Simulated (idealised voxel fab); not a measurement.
A process module follows: voxel capacitor over wiring.
Square cell edge 5 nm, section width 255 nm, ID cut.
Throughout this document, each cross-section is represented as a grid of square cells and is presented as a sequence of bands enumerated from the top downward, where a band comprises one or more rows of cells. Heads up on the band format: heights come first, top then bottom, in nm. After that it's the materials left to right, each with its width in nm. A single material flagged "edge to edge" fills the whole band edge to edge, and "blank" means there's empty space there. Heads up on the height convention: 0 is the point under which the incoming wafer is all one material, and the lowest band has no bottom, it just keeps going down, like "0 and below". Width "30->40": first value at the band's top row of cells, second value at its bottom row, equal change from row to row. No cell of the cross-section changed in a step that is given as "no change". "Closed void entries" contains a list of empty spaces, each no smaller than 8 cells and without an open way to the top, written in the form width x height at distance with the distance from the left edge and all three in nm. Text after the settings on a step's line: the simulator's own remark on that step. You can add "overlay nm" to a step's line. For a step with a mask, it describes how far the mask lay to the right of its planned position, and a negative number describes a lay to the left.

The following list gives the planned process steps
| 1 | RECEIVE with material Si |
| 2 | CONFORMAL_DEP with material SiO2, thk nm 15 |
| 3 | DIRECTIONAL_DEP with material TiN, thk nm 5 |
| 4 | DIRECTIONAL_DEP with material Ru, thk nm 25 |
| 5 | MASKED_ETCH with tone cover, mask id METAL_1, width nm 20, pitch nm 85, etch materials Ru, depth nm 25, overlay nm 0 |
| 6 | MASKED_ETCH with tone cover, mask id METAL_1, width nm 20, pitch nm 85, etch materials TiN, depth nm 5, overlay nm 0 |
| 7 | FILL_DEP with material SiO2, thk nm 10 |
| 8 | CMP with height nm 45 |
| 9 | CONFORMAL_DEP with material SiCN, thk nm 5 |
| 10 | DIRECTIONAL_DEP with material SiO2, thk nm 20 |
| 11 | DIRECTIONAL_DEP with material aC, thk nm 10 |
| 12 | PATTERN with tone open, mask id PLUG_1, material resist, width nm 15, thk nm 30, overlay nm 0 |
| 13 | DIRECTIONAL_ETCH with etch materials aC, depth nm 10 |
| 14 | STRIP with etch materials resist |
| 15 | DIRECTIONAL_ETCH with etch materials SiO2, depth nm 20 |
| 16 | DIRECTIONAL_ETCH with etch materials SiCN, depth nm 5 |
| 17 | STRIP with etch materials aC |
| 18 | EPI with material Ru, thk nm 10 |
| 19 | EPI with material Ru, thk nm 10 |
| 20 | EPI with material Ru, thk nm 5 |
| 21 | DIRECTIONAL_DEP with material TiN, thk nm 5 |
| 22 | DIRECTIONAL_DEP with material HfO2, thk nm 5 |
| 23 | DIRECTIONAL_DEP with material TiN, thk nm 5 |
| 24 | MASKED_ETCH with tone cover, mask id UPPER_PLATE, width nm 70, etch materials TiN, depth nm 5, overlay nm 0 |
| 25 | MASKED_ETCH with tone cover, mask id UPPER_PLATE, width nm 70, etch materials HfO2, depth nm 5, overlay nm 0 |
| 26 | MASKED_ETCH with tone cover, mask id LOWER_PLATE, width nm 80, etch materials TiN, depth nm 5, overlay nm 0 |
| 27 | FILL_DEP with material SiO2, thk nm 15 |
| 28 | CMP with height nm 95 |
| 29 | PATTERN with tone open, mask id PLUG_2, material resist, width nm 15, thk nm 15, overlay nm 0 |
| 30 | DIRECTIONAL_ETCH with etch materials SiO2, depth nm 10 |
| 31 | STRIP with etch materials resist |
| 32 | CONFORMAL_DEP with material TiN, thk nm 5 |
| 33 | FILL_DEP with material Ru, thk nm 10 |
| 34 | CMP with height nm 95 |
| 35 | CONFORMAL_DEP with material SiCN, thk nm 5 |

Cross-section: wafer on arrival = after step 1
> 0 and below = Si edge to edge
> Closed void entries: none

The module was run from the start shown above using the plan shown above, but one mistake was made doing it; the resulting wafer cross-section is below
> 100 down to 95 = SiCN edge to edge
> 95 down to 90 = 80 SiO2 / 25 TiN / 150 SiO2
> 90 down to 85 = 80 SiO2 / 25 HfO2 / 150 SiO2
> 85 down to 80 = 75 SiO2 / 75 TiN / 105 SiO2
> 80 down to 75 = 70 SiO2 / 35 Ru / 45 HfO2 / 105 SiO2
> 75 down to 70 = 70 SiO2 / 35 Ru / 50 TiN / 100 SiO2
> 70 down to 50 = 80 SiO2 / 15 Ru / 160 SiO2
> 50 down to 45 = 80 SiCN / 15 Ru / 160 SiCN
> 45 down to 20 = 75 SiO2 / 20 Ru / 65 SiO2 / 20 Ru / 75 SiO2
> 20 down to 15 = 75 SiO2 / 20 TiN / 65 SiO2 / 20 TiN / 75 SiO2
> 15 down to 0 = SiO2 edge to edge
> 0 and below = Si edge to edge
> Closed void entries: none
Deviation noted in wafer processing: a duplicate execution occurred for one of the equivalent steps 18 and 19, which one being indeterminable
